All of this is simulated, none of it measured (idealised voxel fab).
This is a process module. Its name is voxel fin reveal.
For reference, the cross-section in this document is cut, with width 255 nm and square cells of 5 nm.
Just so we're on the same page, the cross-sections are grids of square cells, and they're listed out in bands top to bottom, each band one or more rows deep.
In this notation a band is specified by the heights of its top and bottom, in that order and in nm, after which its materials appear from left to right, each paired with its width in nm. The word "everywhere" attached to a single material means that material fills the band from edge to edge; the word "empty" stands for empty space.
Measure heights from 0. That's the level where, below it, the as-received wafer is all one material. The lowest band is bottomless and extends downward; write it as in "z 0 and below".
When a width is written as two numbers, as in "30 to 40", the first number is the width in the top row of cells of the band and the second is the width in its bottom row, and the width changes by the same amount from each row to the next.
Where a step carries "no alterations made", the cross-section came out of it unchanged, cell for cell.
"Enclosed void list" contains a list of empty spaces, each no smaller than 8 cells and without an open way to the top, written in the form width x height at distance with the distance from the left edge and all three in nm.
It should be noted that, on the line of a given step, the content following the step's settings is a remark produced by the simulator itself with respect to that step.
overlay nm: where the mask lay relative to plan, measured to the right, on steps with a mask; negatives go left.
PROCESS STEPS (PLANNED)
1: op RECEIVE | material Si
2: op CONFORMAL_DEP | material SiN | thk nm 10
3: op MASKED_ETCH | tone cover | mask id FINS | width nm 15 | pitch nm 35 | etch materials SiN | depth nm 10 | overlay nm -15
4: op MASKED_ETCH | tone cover | mask id FINS | width nm 15 | pitch nm 35 | etch materials Si | depth nm 35 | overlay nm 0
5: op FILL_DEP | material SiO2 | thk nm 15
6: op CMP | height nm 10
7: op SELECTIVE_ETCH | etch materials SiO2 | depth nm 20
8: op STRIP | etch materials SiN
The plan's step 3 overlay nm is the first wafer's value; the wafers differ in this setting and start identical.
CROSS-SECTION OF THE FIRST OF SEVERAL RECEIVED WAFERS, SHOWING ITS STATE AFTER STEP 1
- z 0 and below  Si everywhere
- Enclosed void list: none
MODULE FINISHED, LAST STEP 8 DONE: CROSS-SECTION OF THE FIRST OF SEVERAL WAFERS
- z 0 to -10  empty (50)  Si (30)  empty (5)  Si (30)  empty (5)  Si (30)  empty (5)  Si (30)  empty (70)
- z -10 to -35  SiO2 (50)  Si (30)  SiO2 (5)  Si (30)  SiO2 (5)  Si (30)  SiO2 (5)  Si (30)  SiO2 (70)
- z -35 and below  Si everywhere
- Enclosed void list: none
CROSS-SECTIONAL VIEW OF THE FINAL WAFER OF SEVERAL AT THE MODULE'S END
- z 0 to -10  empty (65)  Si (30)  empty (5)  Si (30)  empty (5)  Si (30)  empty (5)  Si (30)  empty (55)
- z -10 to -35  SiO2 (65)  Si (30)  SiO2 (5)  Si (30)  SiO2 (5)  Si (30)  SiO2 (5)  Si (30)  SiO2 (55)
- z -35 and below  Si everywhere
- Enclosed void list: none
WAFER ROWS; END OF MODULE; CELLS PER MATERIAL SINCE RECEIPT: (+) GAINED, (-) LOST; THEN CLOSED VOIDS
overlay nm -15; -189 Si; +135 SiO2; Enclosed void list: none
overlay nm -10; -217 Si; +155 SiO2; Enclosed void list: none
overlay nm -5; -245 Si; +175 SiO2; Enclosed void list: none
overlay nm 0; -273 Si; +195 SiO2; Enclosed void list: none
overlay nm 5; -245 Si; +175 SiO2; Enclosed void list: none
overlay nm 10; -217 Si; +155 SiO2; Enclosed void list: none
overlay nm 15; -189 Si; +135 SiO2; Enclosed void list: none
